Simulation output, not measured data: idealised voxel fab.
The following process module bears the name voxel transistor to metal.
The cross-section shown here is cut; it is 185 nm wide and divided into square cells measuring 5 nm on a side.
Format of a cross-section: grid, square cells. Given as bands. Order: top down. Band: one or more rows of cells.
Per band: top height and bottom height in nm, followed by the left-to-right materials and their widths in nm; "edge to edge" marks a single material spanning edge to edge, "blank" marks empty space.
All heights in this document are referenced to 0, defined as the level beneath which the wafer, as received, consists entirely of one material. The lowest band is not bounded below; it extends indefinitely downward and is written in the form "0 -> down".
A width such as "30 to 40" changes by the same amount from each row of cells to the next, from the band's top row to its bottom row.
Where a step carries "changes: none", the cross-section came out of it unchanged, cell for cell.
Empty spaces without an open route to the top, at least 8 cells in extent, make up the entry "Enclosed void listing"; each is given as width x height at distance, where the distance is measured from the left edge, and all are in nm.
The remark found on a step's line after its settings is issued by the simulator itself and pertains to that step.
overlay nm: on a step with a mask, how far right of its planned place the mask lay; negative means left.

# The process steps that were planned are listed below
| 1 | RECEIVE with material Si |
| 2 | OXIDIZE with depth nm 5 |
| 3 | CONFORMAL_DEP with material SiN, thk nm 10 |
| 4 | PATTERN with tone cover, mask id ACTIVE, material resist, width nm 120, thk nm 15, overlay nm 0 |
| 5 | DIRECTIONAL_ETCH with etch materials SiN, depth nm 10 |
| 6 | DIRECTIONAL_ETCH with etch materials SiO2, depth nm 5 |
| 7 | DIRECTIONAL_ETCH with etch materials Si, depth nm 25 |
| 8 | STRIP with etch materials resist |
| 9 | OXIDIZE with depth nm 5 |
| 10 | FILL_DEP with material SiO2, thk nm 15 |
| 11 | CMP with height nm 10 |
| 12 | SELECTIVE_ETCH with etch materials SiO2, depth nm 10 |
| 13 | STRIP with etch materials SiN |
| 14 | SELECTIVE_ETCH with etch materials SiO2, depth nm 5 |
| 15 | OXIDIZE with depth nm 5 |
| 16 | DIRECTIONAL_DEP with material polySi, thk nm 25 |
| 17 | DIRECTIONAL_DEP with material SiCN, thk nm 15 |
| 18 | PATTERN with tone cover, mask id GATE, material resist, width nm 30, thk nm 15, overlay nm 0 |
| 19 | DIRECTIONAL_ETCH with etch materials SiCN, depth nm 25 |
| 20 | DIRECTIONAL_ETCH with etch materials polySi, depth nm 35 |
| 21 | STRIP with etch materials resist |
| 22 | CONFORMAL_DEP with material SiO2, thk nm 5 |
| 23 | DIRECTIONAL_ETCH with etch materials SiO2, depth nm 5 |
| 24 | CONFORMAL_DEP with material SiN, thk nm 5 |
| 25 | DIRECTIONAL_ETCH with etch materials SiN, depth nm 5 |
| 26 | DIRECTIONAL_ETCH with etch materials SiO2, depth nm 5 |
| 27 | DIRECTIONAL_ETCH with etch materials Si, depth nm 5 |
| 28 | EPI with material nSi, thk nm 10 |
| 29 | FILL_DEP with material SiO2, thk nm 10 |
| 30 | CMP with height nm 20 |
| 31 | STRIP with etch materials polySi |
| 32 | SELECTIVE_ETCH with etch materials SiO2, depth nm 5 |
| 33 | CONFORMAL_DEP with material HfO2, thk nm 5 |
| 34 | CONFORMAL_DEP with material TiN, thk nm 5 |
| 35 | FILL_DEP with material W, thk nm 5 |
| 36 | CMP with height nm 15 |
| 37 | DIRECTIONAL_DEP with material SiO2, thk nm 10 |
| 38 | DIRECTIONAL_DEP with material aC, thk nm 15 |
| 39 | PATTERN with tone open, mask id CONTACT, material resist, width nm 20, pitch nm 90, thk nm 30, overlay nm 0 |
| 40 | DIRECTIONAL_ETCH with etch materials aC, depth nm 15 |
| 41 | STRIP with etch materials resist |
| 42 | DIRECTIONAL_ETCH with etch materials SiO2, depth nm 30 |
| 43 | STRIP with etch materials aC |
| 44 | CONFORMAL_DEP with material TiN, thk nm 5 |
| 45 | FILL_DEP with material Ru, thk nm 10 |
| 46 | CMP with height nm 25 |
| 47 | CONFORMAL_DEP with material SiN, thk nm 5 |
| 48 | DIRECTIONAL_DEP with material lowk, thk nm 20 |
| 49 | MASKED_ETCH with tone open, mask id METAL_1, width nm 20, pitch nm 90, etch materials lowk, depth nm 20, overlay nm 0 |
| 50 | MASKED_ETCH with tone open, mask id METAL_1, width nm 20, pitch nm 90, etch materials SiN, depth nm 5, overlay nm 0 |
| 51 | CONFORMAL_DEP with material TiN, thk nm 5 |
| 52 | FILL_DEP with material W, thk nm 10 |
| 53 | CMP with height nm 50 |
| 54 | EPI with material Ru, thk nm 5 |
| 55 | FILL_DEP with material SiCN, thk nm 5 |
| 56 | DIRECTIONAL_DEP with material lowk, thk nm 30 |
| 57 | PATTERN with tone open, mask id METAL_2_HOLES, material resist, width nm 15, pitch nm 90, thk nm 20, overlay nm 0 |
| 58 | DIRECTIONAL_ETCH with etch materials lowk, depth nm 30 |
| 59 | STRIP with etch materials resist |
| 60 | PATTERN with tone open, mask id METAL_2, material resist, width nm 20, pitch nm 90, thk nm 15, overlay nm 0 |
| 61 | DIRECTIONAL_ETCH with etch materials lowk, depth nm 20 |
| 62 | DIRECTIONAL_ETCH with etch materials SiCN, depth nm 5 |
| 63 | STRIP with etch materials resist |
| 64 | CONFORMAL_DEP with material TiN, thk nm 5 |
| 65 | FILL_DEP with material Cu, thk nm 10 |
| 66 | CMP with height nm 90 |
| 67 | CONFORMAL_DEP with material SiN, thk nm 5 |

# Cross-section, incoming material, after step 1
	0 -> down  Si edge to edge
	Enclosed void listing: none

# a wafer at the end: this start, this plan, one mistake
	95 -> 90  SiN edge to edge
	90 -> 75  lowk=35 / TiN=5 / Cu=10 / TiN=5 / lowk=70 / TiN=5 / Cu=10 / TiN=5 / lowk=40
	75 -> 70  lowk=35 / TiN=5 / Cu=5 / TiN=10 / lowk=70 / TiN=5 / Cu=5 / TiN=10 / lowk=40
	70 -> 60  lowk=35 / TiN=5 / Cu=5 / TiN=5 / lowk=75 / TiN=5 / Cu=5 / TiN=5 / lowk=45
	60 -> 55  SiCN=35 / TiN=15 / SiCN=75 / TiN=15 / SiCN=45
	55 -> 50  SiCN=30 / Ru=30 / SiCN=60 / Ru=30 / SiCN=35
	50 -> 30  lowk=35 / TiN=5 / W=10 / TiN=5 / lowk=70 / TiN=5 / W=10 / TiN=5 / lowk=40
	30 -> 25  SiN=35 / TiN=20 / SiN=70 / TiN=20 / SiN=40
	25 -> 15  SiO2=35 / TiN=5 / Ru=10 / TiN=5 / SiO2=70 / TiN=5 / Ru=10 / TiN=5 / SiO2=40
	15 -> 0  SiO2=35 / TiN=5 / Ru=10 / TiN=5 / SiO2=10 / SiN=5 / HfO2=5 / TiN=5 / W=20 / TiN=5 / HfO2=5 / SiN=5 / SiO2=10 / TiN=5 / Ru=10 / TiN=5 / SiO2=40
	0 -> -5  SiO2=35 / TiN=20 / nSi=10 / SiN=5 / HfO2=5 / TiN=30 / HfO2=5 / SiN=5 / nSi=10 / TiN=20 / SiO2=40
	-5 -> -10  SiO2=30 / nSi=35 / SiO2=5 / HfO2=40 / SiO2=5 / nSi=35 / SiO2=35
	-10 -> -15  SiO2=35 / nSi=30 / Si=50 / nSi=30 / SiO2=40
	-15 -> -60  SiO2=35 / Si=110 / SiO2=40
	-60 -> down  Si edge to edge
	Enclosed void listing: none
It is concluded that the wafer was processed incorrectly with respect to the plan, in that the plan had its step 7 run twice
